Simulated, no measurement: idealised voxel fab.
The document below concerns the process module designated voxel ribs on slabs.
It is cross-section cut that appears here, measuring 250 nm in width, its square cells being 5 nm in size.
In this document a cross-section is written as a grid of square cells. It is given as a series of bands, listed from the top down, and a band is one or more rows of cells. What a band's entry tells you: where the top is and where the bottom is, as heights in nm, and after that what lies inside, material by material from left to right, each with its width in nm. Empty space is written as the word "air", and a single material marked with the word "full width" occupies the band from edge to edge. Height is counted from the level 0, under which the received wafer is composed throughout of one material. The lowest of the bands is not closed at the bottom but continues downward, in the notation "0 nm and below". Note: "30..40" means the width goes from the first number (top row of the band) to the second number (bottom row) in equal steps per row of cells. Step marked "nothing was modified"? Then no cell in the cross-section changed in it. "Fully sealed voids" - sealed voids, min. 8 cells, no opening to top; format: width x height at distance (distance from left edge; nm throughout). Where a step's line continues beyond its settings, the continuation is a remark by the simulator itself on that step. The "overlay nm" setting may appear on a step's line; for a step that uses a mask, it gives how far to the right of its planned position the mask lay, and a negative value indicates the left.
Listed below are the process steps as planned:
1 RECEIVE (material Si)
2 DIRECTIONAL_DEP (material SiO2; thk nm 25)
3 DIRECTIONAL_DEP (material SiN; thk nm 25)
4 MASKED_ETCH (tone cover; mask id RIB; width nm 15; etch materials SiN; depth nm 20; overlay nm 0)
5 DIRECTIONAL_DEP (material aC; thk nm 10)
6 PATTERN (tone cover; mask id SLAB; material resist; width nm 55; thk nm 25; overlay nm 0)
7 DIRECTIONAL_ETCH (etch materials aC; depth nm 10)
8 STRIP (etch materials resist)
9 DIRECTIONAL_ETCH (etch materials SiN; depth nm 5)
10 STRIP (etch materials aC)
11 FILL_DEP (material SiO2; thk nm 25)
12 CMP (height nm 65)
13 DIRECTIONAL_DEP (material TiN; thk nm 10)
14 MASKED_ETCH (tone cover; mask id HEATER; width nm 25; etch materials TiN; depth nm 10; overlay nm 0)
15 CONFORMAL_DEP (material SiN; thk nm 5)
First of two wafers, with the run carried out as planned:
This is the cross-section of the wafer as we received it, i.e. after step 1:
- 0 nm and below  Si full width
- Fully sealed voids: none
Step 2 complete: cross-section through the wafer:
- 25 nm to 0 nm  SiO2 full width
- Below 0, no change.
Step 3 complete: cross-section through the wafer:
- 50 nm to 25 nm  SiN full width
- Below 25, no change.
Step 4 complete: cross-section through the wafer:
- 50 nm to 30 nm  air (115) / SiN (15) / air (120)
- Below 30, no change.
Step 5 complete: cross-section through the wafer:
- 60 nm to 50 nm  air (115) / aC (15) / air (120)
- 50 nm to 40 nm  air (115) / SiN (15) / air (120)
- 40 nm to 30 nm  aC (115) / SiN (15) / aC (120)
- Below 30, no change.
Step 6 complete: cross-section through the wafer:
- 85 nm to 60 nm  air (95) / resist (55) / air (100)
- 60 nm to 50 nm  air (95) / resist (20) / aC (15) / resist (20) / air (100)
- 50 nm to 40 nm  air (95) / resist (20) / SiN (15) / resist (20) / air (100)
- Below 40, no change.
Step 7 complete: cross-section through the wafer:
- 75 nm to 60 nm  air (95) / resist (55) / air (100)
- 60 nm to 50 nm  air (95) / resist (20) / aC (15) / resist (20) / air (100)
- 50 nm to 40 nm  air (95) / resist (20) / SiN (15) / resist (20) / air (100)
- 40 nm to 30 nm  air (95) / aC (20) / SiN (15) / aC (20) / air (100)
- Below 30, no change.
Step 8 complete: cross-section through the wafer:
- 60 nm to 50 nm  air (115) / aC (15) / air (120)
- 50 nm to 40 nm  air (115) / SiN (15) / air (120)
- Below 40, no change.
Step 9 complete: cross-section through the wafer:
- 60 nm to 50 nm  air (115) / aC (15) / air (120)
- 50 nm to 40 nm  air (115) / SiN (15) / air (120)
- 40 nm to 30 nm  air (95) / aC (20) / SiN (15) / aC (20) / air (100)
- 30 nm to 25 nm  air (95) / SiN (55) / air (100)
- Below 25, no change.
Step 10 complete: cross-section through the wafer:
- 50 nm to 30 nm  air (115) / SiN (15) / air (120)
- Below 30, no change.
Step 11 complete: cross-section through the wafer:
- 75 nm to 50 nm  SiO2 full width
- 50 nm to 30 nm  SiO2 (115) / SiN (15) / SiO2 (120)
- 30 nm to 25 nm  SiO2 (95) / SiN (55) / SiO2 (100)
- Below 25, no change.
Step 12 complete: cross-section through the wafer:
- 65 nm to 50 nm  SiO2 full width
- Below 50, no change.
Step 13 complete: cross-section through the wafer:
- 75 nm to 65 nm  TiN full width
- Below 65, no change.
Step 14 complete: cross-section through the wafer:
- 75 nm to 65 nm  air (110) / TiN (25) / air (115)
- Below 65, no change.
Step 15 complete: cross-section through the wafer:
- 80 nm to 75 nm  air (105) / SiN (35) / air (110)
- 75 nm to 70 nm  air (105) / SiN (5) / TiN (25) / SiN (5) / air (110)
- 70 nm to 65 nm  SiN (110) / TiN (25) / SiN (115)
- Below 65, no change.
Second wafer. Start and plan as for the first. One mistake made in running. Agrees with the first up to and including step 13:
Cross-section of the second wafer corresponding to the planned conclusion of step 14:
- 75 nm to 65 nm  TiN (110) / air (25) / TiN (115)
- Below 65, no change.
Cross-section of the second wafer corresponding to the planned conclusion of step 15:
- 80 nm to 75 nm  SiN (115) / air (15) / SiN (120)
- 75 nm to 70 nm  TiN (110) / SiN (5) / air (15) / SiN (5) / TiN (115)
- 70 nm to 65 nm  TiN (110) / SiN (25) / TiN (115)
- Below 65, no change.
Nonconformance to the process plan: step 14 was processed under conditions differing from the plan, specifically as MASKED_ETCH (tone open; mask id HEATER; width nm 25; etch materials TiN; depth nm 10; overlay nm 0)
Materials where the second wafer ends with more or fewer cells than the first: TiN +80
